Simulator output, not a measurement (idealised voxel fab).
The name of this process module is voxel fin reveal.
Xsec cut, 210 nm wide, square cell size 5 nm.
Square cells in a grid make up a cross-section in this document, and the grid is given as bands, listed from the top down, each one or more rows of cells.
Basically the band line says how high the top is and how high the bottom is, in nm, and then what's in it from left to right, every material with its width in nm. Empty space shows up as "empty", and if a single material carries "throughout" it runs the full band edge to edge.
The reference from which all heights are counted is 0, the level beneath which the as-received wafer is entirely one material; the lowest band, having no lower bound, proceeds downward and is written after the example "z 0 and below".
The expression "30->40" gives the width at the extremes of the band, the first number at its top row of cells and the second at its bottom row, with the width changing by equal amounts from each row to the next in between.
Take "same as before" at face value: in the step it is given for, the cross-section changed in none of its cells.
Closed-off voids of 8+ cells (no open route to the top) go in "Fully sealed cavities", written width x height at distance from the left edge, in nm.
What comes after the settings on a step's line is commentary from the simulator itself on that step.
"overlay nm" on a masked step: distance the mask lay right of its planned place, negative for left.
Pairs from here to the end. Each: cross-section before one process step, cross-section after it, the latter only as far down as the lowest band that changed. Under each: the step between, and its settings. Mind that the pairs may be taken from different runs of this module on the same starting wafer; whether a pair continues from the pair above depends on its entry headed "Pre-step section", and it does only where that entry says so.

**Pre-step section**
* z 0 and below: Si throughout
* Fully sealed cavities: none

**Post-Process View**
* z 10 to 0: SiN throughout
* Below 0, no change.
* Fully sealed cavities: none
Before/after cross-sections above; step in between: op CONFORMAL_DEP | material SiN | thk nm 10

Pre-step section: starting point is the after cross-section of the pair just above.

**Post-Process View**
* z 10 to 0: empty: 75  SiN: 15  empty: 25  SiN: 15  empty: 80
* Below 0, no change.
* Fully sealed cavities: none
Before/after cross-sections above; step in between: op MASKED_ETCH | tone cover | mask id FINS | width nm 15 | pitch nm 40 | etch materials SiN | depth nm 10 | overlay nm 0

Pre-step section: starting point is the after cross-section of the pair just above.

**Post-Process View**
* z 10 to 0: empty: 75  SiN: 15  empty: 25  SiN: 15  empty: 80
* z 0 to -40: empty: 75  Si: 15  empty: 25  Si: 15  empty: 80
* Below -40, no change.
* Fully sealed cavities: none
Before/after cross-sections above; step in between: op MASKED_ETCH | tone cover | mask id FINS | width nm 15 | pitch nm 40 | etch materials Si | depth nm 40 | overlay nm 0

Pre-step section: starting point is the after cross-section of the pair just above.

**Post-Process View**
* z 20 to 10: SiO2 throughout
* z 10 to 0: SiO2: 75  SiN: 15  SiO2: 25  SiN: 15  SiO2: 80
* z 0 to -40: SiO2: 75  Si: 15  SiO2: 25  Si: 15  SiO2: 80
* Below -40, no change.
* Fully sealed cavities: none
Before/after cross-sections above; step in between: op FILL_DEP | material SiO2 | thk nm 10

Pre-step section: starting point is the after cross-section of the pair just above.

**Post-Process View**
* z 10 to 0: SiO2: 75  SiN: 15  SiO2: 25  SiN: 15  SiO2: 80
* Below 0, no change.
* Fully sealed cavities: none
Before/after cross-sections above; step in between: op CMP | height nm 10

Pre-step section: starting point is the after cross-section of the pair just above.

**Post-Process View**
* z 10 to 0: empty: 75  SiN: 15  empty: 25  SiN: 15  empty: 80
* z 0 to -25: empty: 75  Si: 15  empty: 25  Si: 15  empty: 80
* Below -25, no change.
* Fully sealed cavities: none
Before/after cross-sections above; step in between: op SELECTIVE_ETCH | etch materials SiO2 | depth nm 35

Pre-step section: starting point is the after cross-section of the pair just above.

**Post-Process View**
* z 0 to -25: empty: 75  Si: 15  empty: 25  Si: 15  empty: 80
* Below -25, no change.
* Fully sealed cavities: none
Before/after cross-sections above; step in between: op STRIP | etch materials SiN

**Pre-step section**
* z 10 to 0: empty: 75  SiN: 15  empty: 25  SiN: 15  empty: 80
* z 0 to -40: empty: 75  Si: 15  empty: 25  Si: 15  empty: 80
* z -40 and below: Si throughout
* Fully sealed cavities: none

**Post-Process View**
* z 10 to 0: empty: 75  SiN: 15  empty: 25  SiN: 15  empty: 80
* z 0 to -80: empty: 75  Si: 15  empty: 25  Si: 15  empty: 80
* Below -80, no change.
* Fully sealed cavities: none
Before/after cross-sections above; step in between: op MASKED_ETCH | tone cover | mask id FINS | width nm 15 | pitch nm 40 | etch materials Si | depth nm 40 | overlay nm 0

Pre-step section: starting point is the after cross-section of the pair just above.

**Post-Process View**
* z 20 to 10: SiO2 throughout
* z 10 to 0: SiO2: 75  SiN: 15  SiO2: 25  SiN: 15  SiO2: 80
* z 0 to -80: SiO2: 75  Si: 15  SiO2: 25  Si: 15  SiO2: 80
* Below -80, no change.
* Fully sealed cavities: none
Before/after cross-sections above; step in between: op FILL_DEP | material SiO2 | thk nm 10

Pre-step section: starting point is the after cross-section of the pair just above.

**Post-Process View**
* z 10 to 0: SiO2: 75  SiN: 15  SiO2: 25  SiN: 15  SiO2: 80
* Below 0, no change.
* Fully sealed cavities: none
Before/after cross-sections above; step in between: op CMP | height nm 10

Pre-step section: starting point is the after cross-section of the pair just above.

**Post-Process View**
* z 10 to 0: empty: 75  SiN: 15  empty: 25  SiN: 15  empty: 80
* z 0 to -25: empty: 75  Si: 15  empty: 25  Si: 15  empty: 80
* Below -25, no change.
* Fully sealed cavities: none
Before/after cross-sections above; step in between: op SELECTIVE_ETCH | etch materials SiO2 | depth nm 35

Pre-step section: starting point is the after cross-section of the pair just above.

**Post-Process View**
* z 0 to -25: empty: 75  Si: 15  empty: 25  Si: 15  empty: 80
* Below -25, no change.
* Fully sealed cavities: none
Before/after cross-sections above; step in between: op STRIP | etch materials SiN

**Pre-step section**
* z 10 to 0: SiO2: 75  SiN: 15  SiO2: 25  SiN: 15  SiO2: 80
* z 0 to -40: SiO2: 75  Si: 15  SiO2: 25  Si: 15  SiO2: 80
* z -40 and below: Si throughout
* Fully sealed cavities: none

**Post-Process View**
* z 10 to 0: SiO2: 75  empty: 15  SiO2: 25  empty: 15  SiO2: 80
* Below 0, no change.
* Fully sealed cavities: none
Before/after cross-sections above; step in between: op STRIP | etch materials SiN

Pre-step section: starting point is the after cross-section of the pair just above.

**Post-Process View**
* z 0 to -25: empty: 75  Si: 15  empty: 25  Si: 15  empty: 80
* z -25 to -35: SiO2: 40  empty: 35  Si: 15  empty: 25  Si: 15  empty: 35  SiO2: 45
* Below -35, no change.
* Fully sealed cavities: none
Before/after cross-sections above; step in between: op SELECTIVE_ETCH | etch materials SiO2 | depth nm 35

**Pre-step section**
* z 10 to 0: empty: 75  SiN: 15  empty: 25  SiN: 15  empty: 80
* z 0 and below: Si throughout
* Fully sealed cavities: none

**Post-Process View**
* z 10 to 0: empty: 75  SiN: 15  empty: 25  SiN: 15  empty: 80
* z 0 to -50: empty: 75  Si: 15  empty: 25  Si: 15  empty: 80
* Below -50, no change.
* Fully sealed cavities: none
Before/after cross-sections above; step in between: op MASKED_ETCH | tone cover | mask id FINS | width nm 15 | pitch nm 40 | etch materials Si | depth nm 50 | overlay nm 0

Pre-step section: starting point is the after cross-section of the pair just above.

**Post-Process View**
* z 20 to 10: SiO2 throughout
* z 10 to 0: SiO2: 75  SiN: 15  SiO2: 25  SiN: 15  SiO2: 80
* z 0 to -50: SiO2: 75  Si: 15  SiO2: 25  Si: 15  SiO2: 80
* Below -50, no change.
* Fully sealed cavities: none
Before/after cross-sections above; step in between: op FILL_DEP | material SiO2 | thk nm 10

Pre-step section: starting point is the after cross-section of the pair just above.

**Post-Process View**
* z 10 to 0: SiO2: 75  SiN: 15  SiO2: 25  SiN: 15  SiO2: 80
* Below 0, no change.
* Fully sealed cavities: none
Before/after cross-sections above; step in between: op CMP | height nm 10

Pre-step section: starting point is the after cross-section of the pair just above.

**Post-Process View**
* z 10 to 0: empty: 75  SiN: 15  empty: 25  SiN: 15  empty: 80
* z 0 to -25: empty: 75  Si: 15  empty: 25  Si: 15  empty: 80
* Below -25, no change.
* Fully sealed cavities: none
Before/after cross-sections above; step in between: op SELECTIVE_ETCH | etch materials SiO2 | depth nm 35

Pre-step section: starting point is the after cross-section of the pair just above.

**Post-Process View**
* z 0 to -25: empty: 75  Si: 15  empty: 25  Si: 15  empty: 80
* Below -25, no change.
* Fully sealed cavities: none
Before/after cross-sections above; step in between: op STRIP | etch materials SiN

**Pre-step section**
* z 10 to 0: empty: 75  SiN: 15  empty: 25  SiN: 15  empty: 80
* z 0 to -25: empty: 75  Si: 15  empty: 25  Si: 15  empty: 80
* z -25 to -40: SiO2: 75  Si: 15  SiO2: 25  Si: 15  SiO2: 80
* z -40 and below: Si throughout
* Fully sealed cavities: none

**Post-Process View**
* z 10 to 0: empty: 75  SiN: 15  empty: 25  SiN: 15  empty: 80
* z 0 to -40: empty: 75  Si: 15  empty: 25  Si: 15  empty: 80
* Below -40, no change.
* Fully sealed cavities: none
Before/after cross-sections above; step in between: op STRIP | etch materials SiO2
